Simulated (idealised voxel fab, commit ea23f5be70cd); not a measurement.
Documented hereafter: the process module known as voxel double patterning.
Cross-sectional view cut (width: 155 nm; square cell size: 5 nm).
Reading order for cross-sections: top band down to bottom band. Underlying form: a grid of square cells. Band size: one or more rows of cells.
Top, bottom (nm), then materials left to right with widths (nm); lone material tagged "throughout" fills the whole band edge to edge; "empty" = empty space.
Height reference: 0 = level under which incoming wafer is all one material. Lowest band: no bottom, runs on downward, e.g. "0..down".
Note: "30 to 40" means the width goes from the first number (top row of the band) to the second number (bottom row) in equal steps per row of cells.
Step note "identical to before" = no cross-section cell changed.
"Enclosed cavities" specifies each empty space that is not open to the top and that occupies no fewer than 8 cells, using the form width x height at distance, the distance measured from the left edge and all three quantities in nm.
Post-settings text on a step line: simulator's own remark regarding the step.
What "overlay nm" on a step's line means: if the step has a mask, that mask lay this far to the right of its planned place, or, when the value is negative, to the left.

Planned process steps:
1. RECEIVE (material Si)
2. CONFORMAL_DEP (material SiO2; thk nm 5)
3. DIRECTIONAL_DEP (material polySi; thk nm 10)
4. DIRECTIONAL_DEP (material SiN; thk nm 10)
5. MASKED_ETCH (tone open; mask id FIRST; width nm 15; pitch nm 50; etch materials SiN; depth nm 10; overlay nm 0)
6. PATTERN (tone open; mask id SECOND; material resist; width nm 15; pitch nm 50; thk nm 15; overlay nm 0)
7. DIRECTIONAL_ETCH (etch materials SiN; depth nm 10)
8. STRIP (etch materials resist)
9. DIRECTIONAL_ETCH (etch materials polySi; depth nm 10)
10. STRIP (etch materials SiN)

Cross-section of the wafer as it came to us, i.e., already through step 1:
    0..down | Si throughout
    Enclosed cavities: none

Cross-sectional result after module completion. Note: starting condition and plan are unchanged from above; one processing mistake was made:
    15..10 | SiO2 throughout
    10..0 | polySi throughout
    0..down | Si throughout
    Enclosed cavities: none
Here's what went sideways: steps 2 and 3: order swapped relative to plan
